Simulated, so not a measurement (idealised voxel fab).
Herein follows the process module entitled voxel tone inversion.
Cross-section cut spans 270 nm and uses square cells 5 nm in size.
For the purposes of this document, a cross-section shall be understood as a grid of square cells, specified as bands listed in top-to-bottom order, each band consisting of one or more rows of cells.
Band: top height; bottom height; in nm. Then, left to right: material with width in nm, for each material. "all across": a single material spanning edge to edge. "empty": empty space.
Beneath 0, the wafer as received is one material, and that level is where height counting begins. The lowest band goes on downward without a bottom; it is written like "0 -> down".
The expression "30 to 40" gives the width at the extremes of the band, the first number at its top row of cells and the second at its bottom row, with the width changing by equal amounts from each row to the next in between.
Where a step carries "nothing altered", the cross-section came out of it unchanged, cell for cell.
Reported under the label "Closed void roster" are the empty spaces having no open way to the top and comprising 8 cells or more; the notation for each is width x height at distance, in which the distance is measured from the left edge and all three values are in nm.
On a step's line, text after the settings is the simulator commenting on that step.
A step's line can hold "overlay nm"; with a mask on that step, the setting says how far right of the planned place the mask lay, while a negative setting says it lay to the left.
### List of planned process steps
1 op RECEIVE | material Si
2 op CONFORMAL_DEP | material SiCN | thk nm 5
3 op DIRECTIONAL_DEP | material polySi | thk nm 15
4 op PATTERN | tone cover | mask id POSTS | material resist | width nm 25 | pitch nm 45 | thk nm 25 | overlay nm 0
5 op DIRECTIONAL_ETCH | etch materials polySi | depth nm 15
6 op STRIP | etch materials resist
7 op FILL_DEP | material lowk | thk nm 5
8 op CMP | height nm 20
9 op STRIP | etch materials polySi
### as received, after step 1
* 0 -> down | Si all across
* Closed void roster: none
### First of two wafers at the end of the module, shown in cross-section; run carried out as planned
* 20 -> 5 | lowk: 75; empty: 25; lowk: 20; empty: 25; lowk: 20; empty: 25; lowk: 80
* 5 -> 0 | SiCN all across
* 0 -> down | Si all across
* Closed void roster: none
### Wafer two, end of module, cross-section. Same start, same plan as wafer one. One mistake in the run
* 20 -> 5 | empty: 75; lowk: 25; empty: 20; lowk: 25; empty: 20; lowk: 25; empty: 80
* 5 -> 0 | SiCN all across
* 0 -> down | Si all across
* Closed void roster: none
Where did the run depart from the plan? not per plan at step 4, really ran op PATTERN | tone open | mask id POSTS | material resist | width nm 25 | pitch nm 45 | thk nm 25 | overlay nm 0
Final tally in cells, some materials are higher or lower on the second wafer than on the first: lowk -72
